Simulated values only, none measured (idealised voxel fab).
Proc. module: voxel double patterning
We display cut, a cross-section 300 nm in width whose square cells are each 5 nm.
If you're reading a cross-section in this doc, picture square cells in a grid; it comes to you as bands, top ones listed first down to the bottom, and a band can be one or more rows of cells.
It is stipulated that each band's entry specify, in nanometres, the height of the top of the band and then that of its bottom, followed by the materials of the band in left-to-right sequence, each together with its width in nanometres. A single material marked by the word "everywhere" is understood to fill the band from edge to edge; the word "blank" is understood to denote empty space.
Height reference: 0 = level under which incoming wafer is all one material. Lowest band: no bottom, runs on downward, e.g. "0 down".
Note: "30->40" means the width goes from the first number (top row of the band) to the second number (bottom row) in equal steps per row of cells.
Where a step carries "nothing altered", the cross-section came out of it unchanged, cell for cell.
Look at "Enclosed voids" for the closed voids: empty spaces with no open path to the top, sized 8 cells or up. Each is width x height at distance, distance from the left edge, all nm.
That trailing text on a step's line, after the settings, is the simulator's own remark on the step.
overlay nm: mask right of planned place by this much (step with mask). Neg. = left.
Process steps foreseen in the plan:
step 1: RECEIVE,material Si
step 2: CONFORMAL_DEP,material SiO2,thk nm 10
step 3: DIRECTIONAL_DEP,material TiN,thk nm 15
step 4: DIRECTIONAL_DEP,material SiCN,thk nm 5
step 5: DIRECTIONAL_DEP,material aC,thk nm 10
step 6: PATTERN,tone open,mask id FIRST,material resist,width nm 15,pitch nm 50,thk nm 30,overlay nm 0
step 7: DIRECTIONAL_ETCH,etch materials aC,depth nm 10
step 8: STRIP,etch materials resist
step 9: DIRECTIONAL_ETCH,etch materials SiCN,depth nm 5
step 10: STRIP,etch materials aC
step 11: MASKED_ETCH,tone open,mask id SECOND,width nm 15,pitch nm 50,etch materials SiCN,depth nm 5,overlay nm 0
step 12: DIRECTIONAL_ETCH,etch materials TiN,depth nm 15
step 13: STRIP,etch materials SiCN
Wafer as received: cross-section following step 1:
	0 down  Si everywhere
	Enclosed voids: none
The following cross-section depicts the wafer upon conclusion of the module. Processing commenced from the starting condition illustrated above and adhered to the plan illustrated above, save for one mistake in execution:
	25 to 10  blank (115); TiN (15); blank (35); TiN (15); blank (120)
	10 to 0  SiO2 everywhere
	0 down  Si everywhere
	Enclosed voids: none
Here's what went sideways: step 11 deviated from plan and actually ran as MASKED_ETCH,tone cover,mask id SECOND,width nm 15,pitch nm 50,etch materials SiCN,depth nm 5,overlay nm 0
